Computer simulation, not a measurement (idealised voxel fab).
Title: Process Module voxel self aligned vias
In the cross-section labelled cut, the width is 140 nm and each square cell is 5 nm.
This document writes a cross-section as a grid whose cells are square, and gives it as bands, listed from the top down; one or more rows of cells form a band.
Band: top height; bottom height; in nm. Then, left to right: material with width in nm, for each material. "everywhere": a single material spanning edge to edge. "blank": empty space.
Heights from 0 (as-received wafer is one material below). Bottom band endless downward, as "top 0, no bottom".
Quick explanation for "30 to 40": the width changes in equal steps down the rows of cells, from the first number in the band's top row to the second number in its bottom row.
Key: "same as before" - step with no changed cell in the cross-section.
"Sealed internal cavities" specifies each empty space that is not open to the top and that occupies no fewer than 8 cells, using the form width x height at distance, the distance measured from the left edge and all three quantities in nm.
On a step's line, text after the settings is the simulator commenting on that step.
The line of a step may include "overlay nm". On a step with a mask, this value is how far to the right of its planned place the mask lay. A negative value means the mask lay to the left.
[The following list gives the planned process steps]
1 RECEIVE [material Si]
2 CONFORMAL_DEP [material SiO2] [thk nm 15]
3 CONFORMAL_DEP [material SiCN] [thk nm 5]
4 DIRECTIONAL_DEP [material SiO2] [thk nm 20]
5 MASKED_ETCH [tone open] [mask id LINES] [width nm 25] [pitch nm 50] [etch materials SiO2] [depth nm 20] [overlay nm 0]
6 CONFORMAL_DEP [material TiN] [thk nm 5]
7 FILL_DEP [material W] [thk nm 10]
8 CMP [height nm 40]
9 SELECTIVE_ETCH [etch materials W Ru TiN] [depth nm 10]
10 FILL_DEP [material SiN] [thk nm 5]
11 CMP [height nm 40]
12 DIRECTIONAL_DEP [material SiO2] [thk nm 15]
13 PATTERN [tone open] [mask id VIAS] [material resist] [width nm 35] [thk nm 20] [overlay nm 0]
14 DIRECTIONAL_ETCH [etch materials SiO2] [depth nm 15]
15 DIRECTIONAL_ETCH [etch materials SiN] [depth nm 10]
16 STRIP [etch materials resist]
17 CONFORMAL_DEP [material TiN] [thk nm 5]
18 FILL_DEP [material Cu] [thk nm 10]
19 CMP [height nm 55]
20 CONFORMAL_DEP [material SiN] [thk nm 5]
[The cross-section here shows the wafer as received, i.e. in its state after step 1]
top 0, no bottom | Si everywhere
Sealed internal cavities: none
[As-planned run: cross-section of the first of two wafers at end of module]
top 60, bottom 55 | SiN everywhere
top 55, bottom 45 | 25 of SiO2 | 5 of TiN | 25 of Cu | 5 of TiN | 80 of SiO2
top 45, bottom 40 | 25 of SiO2 | 10 of TiN | 15 of Cu | 10 of TiN | 80 of SiO2
top 40, bottom 35 | 30 of SiO2 | 5 of TiN | 15 of Cu | 5 of TiN | 25 of SiO2 | 25 of SiN | 35 of SiO2
top 35, bottom 30 | 30 of SiO2 | 25 of TiN | 25 of SiO2 | 25 of SiN | 35 of SiO2
top 30, bottom 25 | 30 of SiO2 | 5 of TiN | 15 of W | 5 of TiN | 25 of SiO2 | 5 of TiN | 15 of W | 5 of TiN | 35 of SiO2
top 25, bottom 20 | 30 of SiO2 | 25 of TiN | 25 of SiO2 | 25 of TiN | 35 of SiO2
top 20, bottom 15 | SiCN everywhere
top 15, bottom 0 | SiO2 everywhere
top 0, no bottom | Si everywhere
Sealed internal cavities: none
[Cross-sectional image of the second wafer of the two following completion of the module. Starting state and process plan were the same as for the first wafer; one execution error occurred]
top 60, bottom 55 | SiN everywhere
top 55, bottom 45 | 25 of SiO2 | 5 of TiN | 25 of Cu | 5 of TiN | 80 of SiO2
top 45, bottom 40 | 25 of SiO2 | 35 of TiN | 80 of SiO2
top 40, bottom 35 | SiCN everywhere
top 35, bottom 0 | SiO2 everywhere
top 0, no bottom | Si everywhere
Sealed internal cavities: none
Where did the run depart from the plan? plan vs actual: 3 and 4 interchanged
Heads up, by the end the second wafer has more or fewer cells of some materials compared to the first: -6 Cu; -10 SiN; +40 SiO2; -18 TiN; -6 W
